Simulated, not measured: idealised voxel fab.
Title: Process Module voxel capacitor over wiring
The cross-section shown here is cut; it is 300 nm wide and divided into square cells measuring 5 nm on a side.
Bands, listed from the top down, are how a cross-section gets written in this document; the cross-section itself is a grid of square cells, and a band is one or more rows of them. Read a band's entry like this: the first values are the height of its top and the height of its bottom in nm, and what follows is the sequence of materials from left to right, each with its width in nm. Note that "blank" is empty space, and that a single material marked "full width" reaches across the band from edge to edge. Heights are reckoned from 0. Under this level, the received wafer is all of one material. The bottommost band is open-ended downward, for example "0 -> down". A width such as "30 to 40" changes by the same amount from each row of cells to the next, from the band's top row to its bottom row. Any step labelled "no modifications" changed none of the cells in the cross-section. The entry titled "Cavities, closed" provides the empty spaces that have no open way to the top, restricted to those of 8 cells or more. Each is presented as width x height at distance, the distance being measured from the left edge, with all three in nm. On a step's line, text after the settings is the simulator commenting on that step. overlay nm: on a step with a mask, how far right of its planned place the mask lay; negative means left.

# Planned step list for the process
1. op RECEIVE | material Si
2. op CONFORMAL_DEP | material SiO2 | thk nm 15
3. op DIRECTIONAL_DEP | material TiN | thk nm 5
4. op DIRECTIONAL_DEP | material W | thk nm 20
5. op PATTERN | tone cover | mask id METAL_1 | material resist | width nm 25 | pitch nm 75 | thk nm 20 | overlay nm 0
6. op DIRECTIONAL_ETCH | etch materials W | depth nm 20
7. op DIRECTIONAL_ETCH | etch materials TiN | depth nm 5
8. op STRIP | etch materials resist
9. op CONFORMAL_DEP | material SiN | thk nm 5
10. op FILL_DEP | material lowk | thk nm 10
11. op CMP | height nm 40
12. op CONFORMAL_DEP | material SiCN | thk nm 5
13. op DIRECTIONAL_DEP | material SiO2 | thk nm 20
14. op MASKED_ETCH | tone open | mask id PLUG_1 | width nm 15 | etch materials SiO2 | depth nm 20 | overlay nm 0
15. op MASKED_ETCH | tone open | mask id PLUG_1 | width nm 15 | etch materials SiCN | depth nm 5 | overlay nm 0
16. op EPI | material Ru | thk nm 10
17. op EPI | material Ru | thk nm 10
18. op EPI | material Ru | thk nm 5
19. op DIRECTIONAL_DEP | material TiN | thk nm 10
20. op DIRECTIONAL_DEP | material HfO2 | thk nm 5
21. op DIRECTIONAL_DEP | material TiN | thk nm 10
22. op MASKED_ETCH | tone cover | mask id UPPER_PLATE | width nm 55 | etch materials TiN | depth nm 10 | overlay nm 0
23. op MASKED_ETCH | tone cover | mask id UPPER_PLATE | width nm 55 | etch materials HfO2 | depth nm 5 | overlay nm 0
24. op DIRECTIONAL_DEP | material aC | thk nm 15
25. op PATTERN | tone cover | mask id LOWER_PLATE | material resist | width nm 65 | thk nm 35 | overlay nm 0
26. op DIRECTIONAL_ETCH | etch materials aC | depth nm 15
27. op STRIP | etch materials resist
28. op DIRECTIONAL_ETCH | etch materials TiN | depth nm 10
29. op STRIP | etch materials aC
30. op FILL_DEP | material SiO2 | thk nm 20
31. op CMP | height nm 105
32. op DIRECTIONAL_DEP | material aC | thk nm 10
33. op PATTERN | tone open | mask id PLUG_2 | material resist | width nm 15 | thk nm 25 | overlay nm 0
34. op DIRECTIONAL_ETCH | etch materials aC | depth nm 10
35. op STRIP | etch materials resist
36. op DIRECTIONAL_ETCH | etch materials SiO2 | depth nm 15
37. op STRIP | etch materials aC
38. op CONFORMAL_DEP | material TiN | thk nm 5
39. op FILL_DEP | material W | thk nm 5
40. op CMP | height nm 105
41. op CONFORMAL_DEP | material SiCN | thk nm 5

# Incoming wafer, cross-sectional view, post step 1
0 -> down = Si full width
Cavities, closed: none

# Cross-section: first of two wafers, module finished, run according to plan
110 -> 105 = SiCN full width
105 -> 95 = 120 nm SiO2, then 5 nm TiN, then 5 nm W, then 5 nm TiN, then 165 nm SiO2
95 -> 90 = 120 nm SiO2, then 15 nm TiN, then 165 nm SiO2
90 -> 80 = 110 nm SiO2, then 55 nm TiN, then 135 nm SiO2
80 -> 75 = 110 nm SiO2, then 55 nm HfO2, then 135 nm SiO2
75 -> 65 = 105 nm SiO2, then 65 nm TiN, then 130 nm SiO2
65 -> 45 = 110 nm SiO2, then 15 nm Ru, then 175 nm SiO2
45 -> 40 = 110 nm SiCN, then 15 nm Ru, then 175 nm SiCN
40 -> 20 = 95 nm lowk, then 5 nm SiN, then 25 nm W, then 5 nm SiN, then 40 nm lowk, then 5 nm SiN, then 25 nm W, then 5 nm SiN, then 95 nm lowk
20 -> 15 = 100 nm SiN, then 25 nm TiN, then 50 nm SiN, then 25 nm TiN, then 100 nm SiN
15 -> 0 = SiO2 full width
0 -> down = Si full width
Cavities, closed: none

# second wafer at the end: like start, like plan, one mistake
110 -> 105 = SiCN full width
105 -> 95 = 120 nm SiO2, then 5 nm TiN, then 5 nm W, then 5 nm TiN, then 165 nm SiO2
95 -> 90 = 120 nm SiO2, then 15 nm TiN, then 165 nm SiO2
90 -> 80 = 110 nm SiO2, then 55 nm TiN, then 135 nm SiO2
80 -> 75 = 110 nm SiO2, then 55 nm HfO2, then 135 nm SiO2
75 -> 70 = 105 nm SiO2, then 65 nm TiN, then 130 nm SiO2
70 -> 65 = TiN full width
65 -> 45 = 110 nm SiO2, then 15 nm Ru, then 175 nm SiO2
45 -> 40 = 110 nm SiCN, then 15 nm Ru, then 175 nm SiCN
40 -> 20 = 95 nm lowk, then 5 nm SiN, then 25 nm W, then 5 nm SiN, then 40 nm lowk, then 5 nm SiN, then 25 nm W, then 5 nm SiN, then 95 nm lowk
20 -> 15 = 100 nm SiN, then 25 nm TiN, then 50 nm SiN, then 25 nm TiN, then 100 nm SiN
15 -> 0 = SiO2 full width
0 -> down = Si full width
Cavities, closed: none
In executing the process, a mistake was made relative to the plan: step 28 was run on a setting that differed from the plan, and what really ran there is op DIRECTIONAL_ETCH | etch materials TiN | depth nm 5
Looking at both finished wafers in cells, the second ends up ahead of or behind the first on some materials: SiO2 -47, TiN +47
